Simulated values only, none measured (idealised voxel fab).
The document below concerns the process module designated voxel quadruple lines.
The cross-section shown here is cut; it is 220 nm wide and divided into square cells measuring 5 nm on a side.
Format of a cross-section: grid, square cells. Given as bands. Order: top down. Band: one or more rows of cells. Band entry format. Leading values: height of top, height of bottom, nm. Remainder: materials in left-to-right order, each with its width in nm. Special words: "full width" on a single material, which then fills the band edge to edge; "blank", empty space. The level at which height equals 0 is the one under which the wafer, as it arrives, is entirely one material. No lower edge exists for the bottom band, which continues downward and is notated as in "z 0 and below". When a width is written as two numbers, as in "30->40", the first number is the width in the top row of cells of the band and the second is the width in its bottom row, and the width changes by the same amount from each row to the next. Where a step carries "same as before", the cross-section came out of it unchanged, cell for cell. Voids not open to the top, 8 cells minimum: see "Closed void entries". Written width x height at distance; distance is from the left edge; nm. Text after the settings on a step's line: the simulator's own remark on that step. Steps that use a mask can have "overlay nm" on their line. It says how far the mask sat to the right of where it was meant to be. Negative means to the left.

### Below is the list of planned process steps
1 RECEIVE with material Si
2 CONFORMAL_DEP with material SiO2, thk nm 5
3 DIRECTIONAL_DEP with material W, thk nm 15
4 DIRECTIONAL_DEP with material polySi, thk nm 20
5 DIRECTIONAL_DEP with material aC, thk nm 20
6 PATTERN with tone cover, mask id MANDREL, material resist, width nm 25, thk nm 30, overlay nm 0
7 DIRECTIONAL_ETCH with etch materials aC, depth nm 20
8 STRIP with etch materials resist
9 CONFORMAL_DEP with material SiO2, thk nm 15
10 DIRECTIONAL_ETCH with etch materials SiO2, depth nm 15
11 STRIP with etch materials aC
12 DIRECTIONAL_ETCH with etch materials polySi, depth nm 20
13 STRIP with etch materials SiO2
14 CONFORMAL_DEP with material SiCN, thk nm 5
15 DIRECTIONAL_ETCH with etch materials SiCN, depth nm 5
16 STRIP with etch materials polySi
17 DIRECTIONAL_ETCH with etch materials W, depth nm 15
18 STRIP with etch materials SiCN
19 FILL_DEP with material lowk, thk nm 10
20 CMP with height nm 20

### The first of two wafers, run as planned

### Incoming wafer, cross-sectional view, post step 1
	z 0 and below = Si full width
	Closed void entries: none

### Step 2 done - wafer cross-section
	z 5 to 0 = SiO2 full width
	Lower than 0, everything is as it was.

### Step 3 done - wafer cross-section
	z 20 to 5 = W full width
	Lower than 5, everything is as it was.

### Step 4 done - wafer cross-section
	z 40 to 20 = polySi full width
	Lower than 20, everything is as it was.

### Step 5 done - wafer cross-section
	z 60 to 40 = aC full width
	Lower than 40, everything is as it was.

### Step 6 done - wafer cross-section
	z 90 to 60 = blank (95); resist (25); blank (100)
	Lower than 60, everything is as it was.

### Step 7 done - wafer cross-section
	z 70 to 60 = blank (95); resist (25); blank (100)
	z 60 to 40 = blank (95); aC (25); blank (100)
	Lower than 40, everything is as it was.

### Step 8 done - wafer cross-section
	z 60 to 40 = blank (95); aC (25); blank (100)
	Lower than 40, everything is as it was.

### Step 9 done - wafer cross-section
	z 75 to 60 = blank (80); SiO2 (55); blank (85)
	z 60 to 55 = blank (80); SiO2 (15); aC (25); SiO2 (15); blank (85)
	z 55 to 40 = SiO2 (95); aC (25); SiO2 (100)
	Lower than 40, everything is as it was.

### Step 10 done - wafer cross-section
	z 60 to 40 = blank (80); SiO2 (15); aC (25); SiO2 (15); blank (85)
	Lower than 40, everything is as it was.

### Step 11 done - wafer cross-section
	z 60 to 40 = blank (80); SiO2 (15); blank (25); SiO2 (15); blank (85)
	Lower than 40, everything is as it was.

### Step 12 done - wafer cross-section
	z 60 to 40 = blank (80); SiO2 (15); blank (25); SiO2 (15); blank (85)
	z 40 to 20 = blank (80); polySi (15); blank (25); polySi (15); blank (85)
	Lower than 20, everything is as it was.

### Step 13 done - wafer cross-section
	z 40 to 20 = blank (80); polySi (15); blank (25); polySi (15); blank (85)
	Lower than 20, everything is as it was.

### Step 14 done - wafer cross-section
	z 45 to 40 = blank (75); SiCN (25); blank (15); SiCN (25); blank (80)
	z 40 to 25 = blank (75); SiCN (5); polySi (15); SiCN (5); blank (15); SiCN (5); polySi (15); SiCN (5); blank (80)
	z 25 to 20 = SiCN (80); polySi (15); SiCN (25); polySi (15); SiCN (85)
	Lower than 20, everything is as it was.

### Step 15 done - wafer cross-section
	z 40 to 20 = blank (75); SiCN (5); polySi (15); SiCN (5); blank (15); SiCN (5); polySi (15); SiCN (5); blank (80)
	Lower than 20, everything is as it was.

### Step 16 done - wafer cross-section
	z 40 to 20 = blank (75); SiCN (5); blank (15); SiCN (5); blank (15); SiCN (5); blank (15); SiCN (5); blank (80)
	Lower than 20, everything is as it was.

### Step 17 done - wafer cross-section
	z 40 to 20 = blank (75); SiCN (5); blank (15); SiCN (5); blank (15); SiCN (5); blank (15); SiCN (5); blank (80)
	z 20 to 5 = blank (75); W (5); blank (15); W (5); blank (15); W (5); blank (15); W (5); blank (80)
	Lower than 5, everything is as it was.

### Step 18 done - wafer cross-section
	z 20 to 5 = blank (75); W (5); blank (15); W (5); blank (15); W (5); blank (15); W (5); blank (80)
	Lower than 5, everything is as it was.

### Step 19 done - wafer cross-section
	z 30 to 20 = lowk full width
	z 20 to 5 = lowk (75); W (5); lowk (15); W (5); lowk (15); W (5); lowk (15); W (5); lowk (80)
	Lower than 5, everything is as it was.

### Step 20 done - wafer cross-section
	z 20 to 5 = lowk (75); W (5); lowk (15); W (5); lowk (15); W (5); lowk (15); W (5); lowk (80)
	Lower than 5, everything is as it was.

### Second wafer, same starting state and plan as the first, one mistake in the run, identical through step 1

### At the planned end of step 2, the second wafer in cross-section
	z 5 to 0 = W full width
	Lower than 0, everything is as it was.

### At the planned end of step 3, the second wafer in cross-section
	z 20 to 0 = W full width
	Lower than 0, everything is as it was.

### At the planned end of step 4, the second wafer in cross-section
	z 40 to 20 = polySi full width
	Lower than 20, everything is as it was.

### At the planned end of step 5, the second wafer in cross-section
	z 60 to 40 = aC full width
	Lower than 40, everything is as it was.

### At the planned end of step 6, the second wafer in cross-section
	z 90 to 60 = blank (95); resist (25); blank (100)
	Lower than 60, everything is as it was.

### At the planned end of step 7, the second wafer in cross-section
	z 70 to 60 = blank (95); resist (25); blank (100)
	z 60 to 40 = blank (95); aC (25); blank (100)
	Lower than 40, everything is as it was.

### At the planned end of step 8, the second wafer in cross-section
	z 60 to 40 = blank (95); aC (25); blank (100)
	Lower than 40, everything is as it was.

### At the planned end of step 9, the second wafer in cross-section
	z 75 to 60 = blank (80); SiO2 (55); blank (85)
	z 60 to 55 = blank (80); SiO2 (15); aC (25); SiO2 (15); blank (85)
	z 55 to 40 = SiO2 (95); aC (25); SiO2 (100)
	Lower than 40, everything is as it was.

### At the planned end of step 10, the second wafer in cross-section
	z 60 to 40 = blank (80); SiO2 (15); aC (25); SiO2 (15); blank (85)
	Lower than 40, everything is as it was.

### At the planned end of step 11, the second wafer in cross-section
	z 60 to 40 = blank (80); SiO2 (15); blank (25); SiO2 (15); blank (85)
	Lower than 40, everything is as it was.

### At the planned end of step 12, the second wafer in cross-section
	z 60 to 40 = blank (80); SiO2 (15); blank (25); SiO2 (15); blank (85)
	z 40 to 20 = blank (80); polySi (15); blank (25); polySi (15); blank (85)
	Lower than 20, everything is as it was.

### At the planned end of step 13, the second wafer in cross-section
	z 40 to 20 = blank (80); polySi (15); blank (25); polySi (15); blank (85)
	Lower than 20, everything is as it was.

### At the planned end of step 14, the second wafer in cross-section
	z 45 to 40 = blank (75); SiCN (25); blank (15); SiCN (25); blank (80)
	z 40 to 25 = blank (75); SiCN (5); polySi (15); SiCN (5); blank (15); SiCN (5); polySi (15); SiCN (5); blank (80)
	z 25 to 20 = SiCN (80); polySi (15); SiCN (25); polySi (15); SiCN (85)
	Lower than 20, everything is as it was.

### At the planned end of step 15, the second wafer in cross-section
	z 40 to 20 = blank (75); SiCN (5); polySi (15); SiCN (5); blank (15); SiCN (5); polySi (15); SiCN (5); blank (80)
	Lower than 20, everything is as it was.

### At the planned end of step 16, the second wafer in cross-section
	z 40 to 20 = blank (75); SiCN (5); blank (15); SiCN (5); blank (15); SiCN (5); blank (15); SiCN (5); blank (80)
	Lower than 20, everything is as it was.

### At the planned end of step 17, the second wafer in cross-section
	z 40 to 20 = blank (75); SiCN (5); blank (15); SiCN (5); blank (15); SiCN (5); blank (15); SiCN (5); blank (80)
	z 20 to 5 = blank (75); W (5); blank (15); W (5); blank (15); W (5); blank (15); W (5); blank (80)
	Lower than 5, everything is as it was.

### At the planned end of step 18, the second wafer in cross-section
	z 20 to 5 = blank (75); W (5); blank (15); W (5); blank (15); W (5); blank (15); W (5); blank (80)
	Lower than 5, everything is as it was.

### At the planned end of step 19, the second wafer in cross-section
	z 30 to 20 = lowk full width
	z 20 to 5 = lowk (75); W (5); lowk (15); W (5); lowk (15); W (5); lowk (15); W (5); lowk (80)
	Lower than 5, everything is as it was.

### At the planned end of step 20, the second wafer in cross-section
	z 20 to 5 = lowk (75); W (5); lowk (15); W (5); lowk (15); W (5); lowk (15); W (5); lowk (80)
	Lower than 5, everything is as it was.
Run error: step 2 off recipe, ran as CONFORMAL_DEP with material W, thk nm 5
The second wafer ends with more or fewer cells of some materials than the first, per final count: -44 SiO2; +44 W
